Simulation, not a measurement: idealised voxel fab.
process module | voxel ribs on slabs
cross-section cut | 285 nm wide | cells 5 nm
A cross-section is a grid of square cells, given in bands from the top down. A band is one or more rows of cells.
Each band's line starts with the height of the band's top and of its bottom, in nm. Then come its materials from left to right, each with its width in nm. One material with "throughout" fills the band from edge to edge. "air" is empty space.
Height 0 is the level under which the wafer as received is all one material. The lowest band goes on downwards, as in "0 down".
A width such as "30 to 40" changes by the same amount from each row of cells to the next, from the band's top row to its bottom row.
"no change" after a step means that no cell of the cross-section changed.
closed voids: empty space of 8 cells or more with no open way to the top, each as width x height at its distance from the left edge, in nm
after a step's settings: what the simulator itself notes on the step
overlay nm, on a step with a mask: how far to the right of its planned place the mask lay; to the left if negative
plan
1 op RECEIVE | material Si
2 op DIRECTIONAL_DEP | material SiO2 | thk nm 20
3 op DIRECTIONAL_DEP | material polySi | thk nm 25
4 op PATTERN | tone cover | mask id RIB | material resist | width nm 30 | thk nm 20 | overlay nm 0
5 op DIRECTIONAL_ETCH | etch materials polySi | depth nm 5
6 op STRIP | etch materials resist
7 op PATTERN | tone cover | mask id SLAB | material resist | width nm 60 | thk nm 15 | overlay nm 0
8 op DIRECTIONAL_ETCH | etch materials polySi | depth nm 20
9 op STRIP | etch materials resist
10 op FILL_DEP | material SiO2 | thk nm 30
11 op CMP | height nm 65
12 op DIRECTIONAL_DEP | material W | thk nm 10
13 op PATTERN | tone cover | mask id HEATER | material resist | width nm 40 | thk nm 15 | overlay nm 0
14 op DIRECTIONAL_ETCH | etch materials W | depth nm 10
15 op STRIP | etch materials resist
16 op CONFORMAL_DEP | material SiN | thk nm 5
varied across the wafers: depth nm of step 5. The plan shows the first wafer's value. All wafers start alike
first wafer as received, after step 1
  0 down: Si throughout
  closed voids: none
first wafer at the end, after step 16
  80 to 75: air 115 | SiN 50 | air 120
  75 to 70: air 115 | SiN 5 | W 40 | SiN 5 | air 120
  70 to 65: SiN 120 | W 40 | SiN 125
  65 to 45: SiO2 throughout
  45 to 40: SiO2 125 | polySi 30 | SiO2 130
  40 to 20: SiO2 110 | polySi 60 | SiO2 115
  20 to 0: SiO2 throughout
  0 down: Si throughout
  closed voids: none
last wafer at the end
  80 to 75: air 115 | SiN 50 | air 120
  75 to 70: air 115 | SiN 5 | W 40 | SiN 5 | air 120
  70 to 65: SiN 120 | W 40 | SiN 125
  65 to 45: SiO2 throughout
  45 to 25: SiO2 125 | polySi 30 | SiO2 130
  25 to 20: SiO2 110 | polySi 60 | SiO2 115
  20 to 0: SiO2 throughout
  0 down: Si throughout
  closed voids: none
each wafer at the end: cells of each material gained (+) or lost (-) since it was received, then its closed voids
depth nm 5 | +61 SiN | +687 SiO2 | +16 W | +54 polySi | closed voids: none
depth nm 10 | +61 SiN | +693 SiO2 | +16 W | +48 polySi | closed voids: none
depth nm 15 | +61 SiN | +699 SiO2 | +16 W | +42 polySi | closed voids: none
depth nm 20 | +61 SiN | +705 SiO2 | +16 W | +36 polySi | closed voids: none
